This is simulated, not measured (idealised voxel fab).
Documented hereafter: the process module known as voxel released beams.
Displayed cross-section: cut, width of 220 nm, square cells sized 5 nm.
We lay out every cross-section as a grid of square cells and spell it out in bands from the top down, where one band means one or more rows of cells. Heads up on the band format: heights come first, top then bottom, in nm. After that it's the materials left to right, each with its width in nm. A single material flagged "throughout" fills the whole band edge to edge, and "blank" means there's empty space there. We count height from 0. Below that, the starting wafer is all one material. The lowest band never ends at the bottom but goes on down; see "0 nm and below" for how that is written. Graded width ("30..40"): value in top row of band = first number; value in bottom row = second number; row-to-row change constant. Any step labelled "no alteration" changed none of the cells in the cross-section. The label "Trapped void list" introduces a list of the empty spaces, 8 cells or larger, that have no open way up to the top; each entry in it reads width x height at distance, where the distance is taken from the left edge and all three are stated in nm. after a step's settings: what the simulator itself notes on the step. "overlay nm" denotes, for a step that has a mask, the displacement of the mask to the right of its planned place, with negative values corresponding to the left. Pairs from here to the end. Each: cross-section before one process step, cross-section after it, the latter only as far down as the lowest band that changed. Under each: the step between, and its settings. Mind that the pairs may be taken from different runs of this module on the same starting wafer; whether a pair continues from the pair above depends on its entry headed "Pre-step condition", and it does only where that entry says so.
Pre-step condition
* 50 nm to 40 nm: blank 65  aC 55  blank 100
* 40 nm to 35 nm: blank 65  aC 85  blank 70
* 35 nm to 25 nm: blank 55  polySi 65  aC 30  blank 70
* 25 nm to 20 nm: polySi throughout
* 20 nm to 10 nm: polySi 70  SiO2 35  polySi 115
* 10 nm to 0 nm: Al2O3 throughout
* 0 nm and below: Si throughout
* Trapped void list: none
Sectional Result
* 50 nm to 40 nm: blank 65  aC 55  blank 100
* 40 nm to 35 nm: blank 65  aC 85  blank 70
* 35 nm to 25 nm: blank 65  polySi 55  aC 30  blank 70
* 25 nm to 20 nm: blank 65  polySi 85  blank 70
* 20 nm to 10 nm: blank 55  polySi 15  SiO2 35  polySi 45  blank 70
* At heights below 10, the structure remains unaltered.
* Trapped void list: none
Connecting step for the cross-sections above: DIRECTIONAL_ETCH: etch materials polySi, depth nm 15
Pre-step condition: unchanged from the after cross-section in the pair immediately above; refer to that figure.
Sectional Result
* 35 nm to 25 nm: blank 65  polySi 55  blank 100
* At heights below 25, the structure remains unaltered.
* Trapped void list: none
Connecting step for the cross-sections above: STRIP: etch materials aC
